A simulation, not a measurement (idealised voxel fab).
process module | voxel gate over fins
cross-section cut | 170 nm wide | cells 5 nm
A cross-section is a grid of square cells, given in bands from the top down. A band is one or more rows of cells.
Each band's line starts with the height of the band's top and of its bottom, in nm. Then come its materials from left to right, each with its width in nm. One material with "throughout" fills the band from edge to edge. "air" is empty space.
Height 0 is the level under which the wafer as received is all one material. The lowest band goes on downwards, as in "0 down".
A width such as "30 to 40" changes by the same amount from each row of cells to the next, from the band's top row to its bottom row.
"no change" after a step means that no cell of the cross-section changed.
closed voids: empty space of 8 cells or more with no open way to the top, each as width x height at its distance from the left edge, in nm
after a step's settings: what the simulator itself notes on the step
overlay nm, on a step with a mask: how far to the right of its planned place the mask lay; to the left if negative
plan
1 op RECEIVE | material Si
2 op CONFORMAL_DEP | material SiN | thk nm 5
3 op MASKED_ETCH | tone cover | mask id FINS | width nm 15 | pitch nm 60 | etch materials SiN | depth nm 5 | overlay nm 0
4 op MASKED_ETCH | tone cover | mask id FINS | width nm 15 | pitch nm 60 | etch materials Si | depth nm 40 | overlay nm 0
5 op FILL_DEP | material SiO2 | thk nm 10
6 op CMP | height nm 5
7 op DIRECTIONAL_DEP | material aC | thk nm 10
8 op PATTERN | tone open | mask id RAIL | material resist | width nm 15 | thk nm 25 | overlay nm 0
9 op DIRECTIONAL_ETCH | etch materials aC | depth nm 10
10 op STRIP | etch materials resist
11 op DIRECTIONAL_ETCH | etch materials SiO2 | depth nm 40
12 op STRIP | etch materials aC
13 op CONFORMAL_DEP | material TiN | thk nm 5
14 op FILL_DEP | material Ru | thk nm 5
15 op CMP | height nm 5
16 op SELECTIVE_ETCH | etch materials W Ru TiN | depth nm 20
17 op FILL_DEP | material SiO2 | thk nm 5
18 op CMP | height nm 5
19 op SELECTIVE_ETCH | etch materials SiO2 | depth nm 15
20 op STRIP | etch materials SiN
21 op CONFORMAL_DEP | material HfO2 | thk nm 5
22 op CONFORMAL_DEP | material TiN | thk nm 5
23 op FILL_DEP | material W | thk nm 15
24 op CMP | height nm 20
25 op CONFORMAL_DEP | material SiCN | thk nm 10
first wafer, as planned
as received, after step 1
  0 down: Si throughout
  closed voids: none
after step 2
  5 to 0: SiN throughout
  below 0: unchanged
after step 3
  5 to 0: air 45 | SiN 15 | air 45 | SiN 15 | air 50
  below 0: unchanged
after step 4
  5 to 0: air 45 | SiN 15 | air 45 | SiN 15 | air 50
  0 to -40: air 45 | Si 15 | air 45 | Si 15 | air 50
  below -40: unchanged
after step 5
  15 to 5: SiO2 throughout
  5 to 0: SiO2 45 | SiN 15 | SiO2 45 | SiN 15 | SiO2 50
  0 to -40: SiO2 45 | Si 15 | SiO2 45 | Si 15 | SiO2 50
  below -40: unchanged
after step 6
  5 to 0: SiO2 45 | SiN 15 | SiO2 45 | SiN 15 | SiO2 50
  below 0: unchanged
after step 7
  15 to 5: aC throughout
  below 5: unchanged
after step 8
  40 to 15: resist 75 | air 15 | resist 80
  below 15: unchanged
after step 9
  30 to 15: resist 75 | air 15 | resist 80
  15 to 5: aC 75 | air 15 | aC 80
  below 5: unchanged
after step 10
  15 to 5: aC 75 | air 15 | aC 80
  below 5: unchanged
after step 11
  15 to 5: aC 75 | air 15 | aC 80
  5 to 0: SiO2 45 | SiN 15 | SiO2 15 | air 15 | SiO2 15 | SiN 15 | SiO2 50
  0 to -35: SiO2 45 | Si 15 | SiO2 15 | air 15 | SiO2 15 | Si 15 | SiO2 50
  below -35: unchanged
after step 12
  5 to 0: SiO2 45 | SiN 15 | SiO2 15 | air 15 | SiO2 15 | SiN 15 | SiO2 50
  below 0: unchanged
after step 13
  10 to 5: TiN 80 | air 5 | TiN 85
  5 to 0: SiO2 45 | SiN 15 | SiO2 15 | TiN 5 | air 5 | TiN 5 | SiO2 15 | SiN 15 | SiO2 50
  0 to -30: SiO2 45 | Si 15 | SiO2 15 | TiN 5 | air 5 | TiN 5 | SiO2 15 | Si 15 | SiO2 50
  -30 to -35: SiO2 45 | Si 15 | SiO2 15 | TiN 15 | SiO2 15 | Si 15 | SiO2 50
  below -35: unchanged
after step 14
  15 to 10: Ru throughout
  10 to 5: TiN 80 | Ru 5 | TiN 85
  5 to 0: SiO2 45 | SiN 15 | SiO2 15 | TiN 5 | Ru 5 | TiN 5 | SiO2 15 | SiN 15 | SiO2 50
  0 to -30: SiO2 45 | Si 15 | SiO2 15 | TiN 5 | Ru 5 | TiN 5 | SiO2 15 | Si 15 | SiO2 50
  below -30: unchanged
after step 15
  5 to 0: SiO2 45 | SiN 15 | SiO2 15 | TiN 5 | Ru 5 | TiN 5 | SiO2 15 | SiN 15 | SiO2 50
  below 0: unchanged
after step 16
  5 to 0: SiO2 45 | SiN 15 | SiO2 15 | air 15 | SiO2 15 | SiN 15 | SiO2 50
  0 to -15: SiO2 45 | Si 15 | SiO2 15 | air 15 | SiO2 15 | Si 15 | SiO2 50
  below -15: unchanged
after step 17
  10 to 5: SiO2 throughout
  5 to 0: SiO2 45 | SiN 15 | SiO2 45 | SiN 15 | SiO2 50
  0 to -15: SiO2 45 | Si 15 | SiO2 45 | Si 15 | SiO2 50
  below -15: unchanged
after step 18
  5 to 0: SiO2 45 | SiN 15 | SiO2 45 | SiN 15 | SiO2 50
  below 0: unchanged
after step 19
  5 to 0: air 45 | SiN 15 | air 45 | SiN 15 | air 50
  0 to -10: air 45 | Si 15 | air 45 | Si 15 | air 50
  below -10: unchanged
after step 20
  0 to -10: air 45 | Si 15 | air 45 | Si 15 | air 50
  below -10: unchanged
after step 21
  5 to 0: air 40 | HfO2 25 | air 35 | HfO2 25 | air 45
  0 to -5: air 40 | HfO2 5 | Si 15 | HfO2 5 | air 35 | HfO2 5 | Si 15 | HfO2 5 | air 45
  -5 to -10: HfO2 45 | Si 15 | HfO2 45 | Si 15 | HfO2 50
  below -10: unchanged
after step 22
  10 to 5: air 35 | TiN 35 | air 25 | TiN 35 | air 40
  5 to 0: air 35 | TiN 5 | HfO2 25 | TiN 5 | air 25 | TiN 5 | HfO2 25 | TiN 5 | air 40
  0 to -5: TiN 40 | HfO2 5 | Si 15 | HfO2 5 | TiN 35 | HfO2 5 | Si 15 | HfO2 5 | TiN 45
  below -5: unchanged
after step 23
  25 to 10: W throughout
  10 to 5: W 35 | TiN 35 | W 25 | TiN 35 | W 40
  5 to 0: W 35 | TiN 5 | HfO2 25 | TiN 5 | W 25 | TiN 5 | HfO2 25 | TiN 5 | W 40
  below 0: unchanged
after step 24
  20 to 10: W throughout
  below 10: unchanged
after step 25
  30 to 20: SiCN throughout
  below 20: unchanged
second wafer: like start, like plan, one mistake. Through step 18 it matches the first wafer
when step 19 should have ended
  5 to 0: air 45 | SiN 15 | air 45 | SiN 15 | air 50
  0 to -15: air 45 | Si 15 | air 45 | Si 15 | air 50
  -15 to -25: air 45 | Si 15 | air 15 | TiN 5 | Ru 5 | TiN 5 | air 15 | Si 15 | air 50
  below -25: unchanged
when step 20 should have ended
  0 to -15: air 45 | Si 15 | air 45 | Si 15 | air 50
  below -15: unchanged
when step 21 should have ended
  5 to 0: air 40 | HfO2 25 | air 35 | HfO2 25 | air 45
  0 to -10: air 40 | HfO2 5 | Si 15 | HfO2 5 | air 35 | HfO2 5 | Si 15 | HfO2 5 | air 45
  -10 to -15: air 40 | HfO2 5 | Si 15 | HfO2 5 | air 5 | HfO2 25 | air 5 | HfO2 5 | Si 15 | HfO2 5 | air 45
  -15 to -20: air 40 | HfO2 5 | Si 15 | HfO2 5 | air 5 | HfO2 5 | TiN 5 | Ru 5 | TiN 5 | HfO2 5 | air 5 | HfO2 5 | Si 15 | HfO2 5 | air 45
  -20 to -25: HfO2 45 | Si 15 | HfO2 15 | TiN 5 | Ru 5 | TiN 5 | HfO2 15 | Si 15 | HfO2 50
  below -25: unchanged
when step 22 should have ended
  10 to 5: air 35 | TiN 35 | air 25 | TiN 35 | air 40
  5 to 0: air 35 | TiN 5 | HfO2 25 | TiN 5 | air 25 | TiN 5 | HfO2 25 | TiN 5 | air 40
  0 to -5: air 35 | TiN 5 | HfO2 5 | Si 15 | HfO2 5 | TiN 5 | air 25 | TiN 5 | HfO2 5 | Si 15 | HfO2 5 | TiN 5 | air 40
  -5 to -10: air 35 | TiN 5 | HfO2 5 | Si 15 | HfO2 5 | TiN 35 | HfO2 5 | Si 15 | HfO2 5 | TiN 5 | air 40
  -10 to -15: air 35 | TiN 5 | HfO2 5 | Si 15 | HfO2 5 | TiN 5 | HfO2 25 | TiN 5 | HfO2 5 | Si 15 | HfO2 5 | TiN 5 | air 40
  -15 to -20: TiN 40 | HfO2 5 | Si 15 | HfO2 5 | TiN 5 | HfO2 5 | TiN 5 | Ru 5 | TiN 5 | HfO2 5 | TiN 5 | HfO2 5 | Si 15 | HfO2 5 | TiN 45
  below -20: unchanged
when step 23 should have ended
  25 to 10: W throughout
  10 to 5: W 35 | TiN 35 | W 25 | TiN 35 | W 40
  5 to 0: W 35 | TiN 5 | HfO2 25 | TiN 5 | W 25 | TiN 5 | HfO2 25 | TiN 5 | W 40
  0 to -5: W 35 | TiN 5 | HfO2 5 | Si 15 | HfO2 5 | TiN 5 | W 25 | TiN 5 | HfO2 5 | Si 15 | HfO2 5 | TiN 5 | W 40
  -5 to -10: W 35 | TiN 5 | HfO2 5 | Si 15 | HfO2 5 | TiN 35 | HfO2 5 | Si 15 | HfO2 5 | TiN 5 | W 40
  -10 to -15: W 35 | TiN 5 | HfO2 5 | Si 15 | HfO2 5 | TiN 5 | HfO2 25 | TiN 5 | HfO2 5 | Si 15 | HfO2 5 | TiN 5 | W 40
  below -15: unchanged
when step 24 should have ended
  20 to 10: W throughout
  below 10: unchanged
when step 25 should have ended
  30 to 20: SiCN throughout
  below 20: unchanged
what went wrong: step 19 was run twice
at the end the second wafer has, in cells: 16 more of HfO2 | 78 fewer of SiO2 | 12 more of TiN | 50 more of W
